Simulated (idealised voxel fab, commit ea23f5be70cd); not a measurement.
process module | voxel fin reveal
cross-section cut | 205 nm wide | cells 5 nm
A cross-section is a grid of square cells, given in bands from the top down. A band is one or more rows of cells.
Each band's line starts with the height of the band's top and of its bottom, in nm. Then come its materials from left to right, each with its width in nm. One material with "throughout" fills the band from edge to edge. "air" is empty space.
Height 0 is the level under which the wafer as received is all one material. The lowest band goes on downwards, as in "0 down".
A width such as "30 to 40" changes by the same amount from each row of cells to the next, from the band's top row to its bottom row.
"no change" after a step means that no cell of the cross-section changed.
closed voids: empty space of 8 cells or more with no open way to the top, each as width x height at its distance from the left edge, in nm
after a step's settings: what the simulator itself notes on the step
overlay nm, on a step with a mask: how far to the right of its planned place the mask lay; to the left if negative
plan
1 op RECEIVE | material Si
2 op CONFORMAL_DEP | material SiN | thk nm 10
3 op DIRECTIONAL_DEP | material aC | thk nm 10
4 op PATTERN | tone cover | mask id FINS | material resist | width nm 15 | pitch nm 35 | thk nm 30 | overlay nm 0
5 op DIRECTIONAL_ETCH | etch materials aC | depth nm 10
6 op STRIP | etch materials resist
7 op DIRECTIONAL_ETCH | etch materials SiN | depth nm 10
8 op DIRECTIONAL_ETCH | etch materials Si | depth nm 35
9 op STRIP | etch materials aC
10 op FILL_DEP | material SiO2 | thk nm 5
11 op CMP | height nm 10
12 op SELECTIVE_ETCH | etch materials SiO2 | depth nm 20
13 op STRIP | etch materials SiN
14 op CONFORMAL_DEP | material HfO2 | thk nm 5
as received, after step 1
  0 down: Si throughout
  closed voids: none
a wafer at the end: this start, this plan, one mistake
  5 to 0: air 55 | HfO2 25 | air 10 | HfO2 25 | air 10 | HfO2 25 | air 55
  0 to -5: air 55 | HfO2 5 | Si 15 | HfO2 5 | air 10 | HfO2 5 | Si 15 | HfO2 5 | air 10 | HfO2 5 | Si 15 | HfO2 5 | air 55
  -5 to -10: HfO2 45 | air 10 | HfO2 5 | Si 15 | HfO2 5 | air 10 | HfO2 5 | Si 15 | HfO2 5 | air 10 | HfO2 5 | Si 15 | HfO2 5 | air 10 | HfO2 45
  -10 to -15: SiO2 40 | HfO2 5 | air 10 | HfO2 5 | Si 15 | HfO2 5 | air 10 | HfO2 5 | Si 15 | HfO2 5 | air 10 | HfO2 5 | Si 15 | HfO2 5 | air 10 | HfO2 5 | SiO2 40
  -15 to -20: SiO2 40 | HfO2 20 | Si 15 | HfO2 20 | Si 15 | HfO2 20 | Si 15 | HfO2 20 | SiO2 40
  -20 to -35: SiO2 60 | Si 15 | SiO2 20 | Si 15 | SiO2 20 | Si 15 | SiO2 60
  -35 down: Si throughout
  closed voids: none
what went wrong: steps 12 and 13 were swapped
